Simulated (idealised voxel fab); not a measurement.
Process module under the name voxel fin reveal
This is section cut - it's 210 nm across, gridded in 5 nm square cells.
Cross-section format: a grid of square cells, given as bands from top to bottom; each band is one or more rows of cells. Basically the band line says how high the top is and how high the bottom is, in nm, and then what's in it from left to right, every material with its width in nm. Empty space shows up as "empty", and if a single material carries "full width" it runs the full band edge to edge. Counting heights begins at 0, where everything beneath is, in the wafer as received, one material. The lowest band has no bottom; it goes on downwards, as "0 nm and below" shows. The notation "30..40" denotes a width that varies across the rows of cells in the band, beginning at the first number in the top row, finishing at the second number in the bottom row, and changing by an identical amount from each row to the next. Take "left unchanged" at face value: in the step it is given for, the cross-section changed in none of its cells. Voids not open to the top, 8 cells minimum: see "Listed closed voids". Written width x height at distance; distance is from the left edge; nm. On a step's line, text after the settings is the simulator commenting on that step. A step's line can hold "overlay nm"; with a mask on that step, the setting says how far right of the planned place the mask lay, while a negative setting says it lay to the left.
# Listed below are the process steps as planned
step 1: RECEIVE: material Si
step 2: CONFORMAL_DEP: material SiN, thk nm 10
step 3: DIRECTIONAL_DEP: material aC, thk nm 15
step 4: PATTERN: tone cover, mask id FINS, material resist, width nm 15, pitch nm 40, thk nm 30, overlay nm 0
step 5: DIRECTIONAL_ETCH: etch materials aC, depth nm 15
step 6: STRIP: etch materials resist
step 7: DIRECTIONAL_ETCH: etch materials SiN, depth nm 10
step 8: DIRECTIONAL_ETCH: etch materials Si, depth nm 30
step 9: STRIP: etch materials aC
step 10: FILL_DEP: material SiO2, thk nm 15
step 11: CMP: height nm 10
step 12: SELECTIVE_ETCH: etch materials SiO2, depth nm 30
step 13: STRIP: etch materials SiN
step 14: CONFORMAL_DEP: material HfO2, thk nm 5
Where the wafers of this document differ is in the width nm of step 4; they start out the same, and the plan states the value that applied to the first wafer.
# Cut through the first of several wafers as received, post step 1
> 0 nm and below | Si full width
> Listed closed voids: none
# wafer rows; end of module; cells per material since receipt: (+) gained, (-) lost; then closed voids
width nm 15 | +58 HfO2 | -216 Si | +72 SiO2 | Listed closed voids: none
width nm 20 | +58 HfO2 | -204 Si | +68 SiO2 | Listed closed voids: none
width nm 25 | +58 HfO2 | -192 Si | +64 SiO2 | Listed closed voids: none
